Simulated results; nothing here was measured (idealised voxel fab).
Name of the process module below: voxel local oxidation
We display cut, a cross-section 240 nm in width whose square cells are each 5 nm.
Throughout this document, each cross-section is represented as a grid of square cells and is presented as a sequence of bands enumerated from the top downward, where a band comprises one or more rows of cells. First you get the band's top height and its bottom height, in nm, and then the materials it's made of, left to right, with each width in nm. If you see a single material with "all across", that one covers the band edge to edge. "blank" is empty space. Height is counted from the level 0, under which the received wafer is composed throughout of one material. The lowest of the bands is not closed at the bottom but continues downward, in the notation "0..down". A two-number width, for instance "30->40", indicates that the width is equal to the first number in the top row of the band and to the second number in the bottom row, and that it changes by a constant amount per row of cells. Take "all unchanged" at face value: in the step it is given for, the cross-section changed in none of its cells. This entry, "Closed internal voids", enumerates those empty regions of no fewer than 8 cells that possess no open connection to the top. Each region is reported in the form width x height at distance, the distance being taken from the left edge, with all three quantities expressed in nm. What comes after the settings on a step's line is commentary from the simulator itself on that step. What "overlay nm" on a step's line means: if the step has a mask, that mask lay this far to the right of its planned place, or, when the value is negative, to the left.
**Below is the list of planned process steps**
1. RECEIVE, material Si
2. CONFORMAL_DEP, material SiO2, thk nm 5
3. CONFORMAL_DEP, material SiN, thk nm 10
4. DIRECTIONAL_DEP, material aC, thk nm 15
5. PATTERN, tone cover, mask id ACTIVE, material resist, width nm 90, thk nm 35, overlay nm 0
6. DIRECTIONAL_ETCH, etch materials aC, depth nm 15
7. STRIP, etch materials resist
8. DIRECTIONAL_ETCH, etch materials SiN, depth nm 10
9. STRIP, etch materials aC
10. SELECTIVE_ETCH, etch materials SiO2, depth nm 5
11. OXIDIZE, depth nm 15
12. STRIP, etch materials SiN
**As-received wafer cross-section (after step 1)**
- 0..down: Si all across
- Closed internal voids: none
**Cross-section taken at module completion on the first of two wafers; processed per the plan**
- 5..0: 80 nm blank / 80 nm SiO2 / 80 nm blank
- 0..-15: 95 nm SiO2 / 50 nm Si / 95 nm SiO2
- -15..down: Si all across
- Closed internal voids: none
**This cross-section belongs to the second wafer of two at the end of the module; the start and the plan were shared with the first, and the run included one mistake**
- 25..15: SiO2 all across
- 15..5: SiN all across
- 5..0: SiO2 all across
- 0..down: Si all across
- Closed internal voids: none
Finding, execution versus plan: step 4 changed vs plan, executed as DIRECTIONAL_DEP, material SiO2, thk nm 15
End check, counted in cells, second wafer has more or fewer of these materials than the first: Si: 114 more; SiN: 96 more; SiO2: 14 more
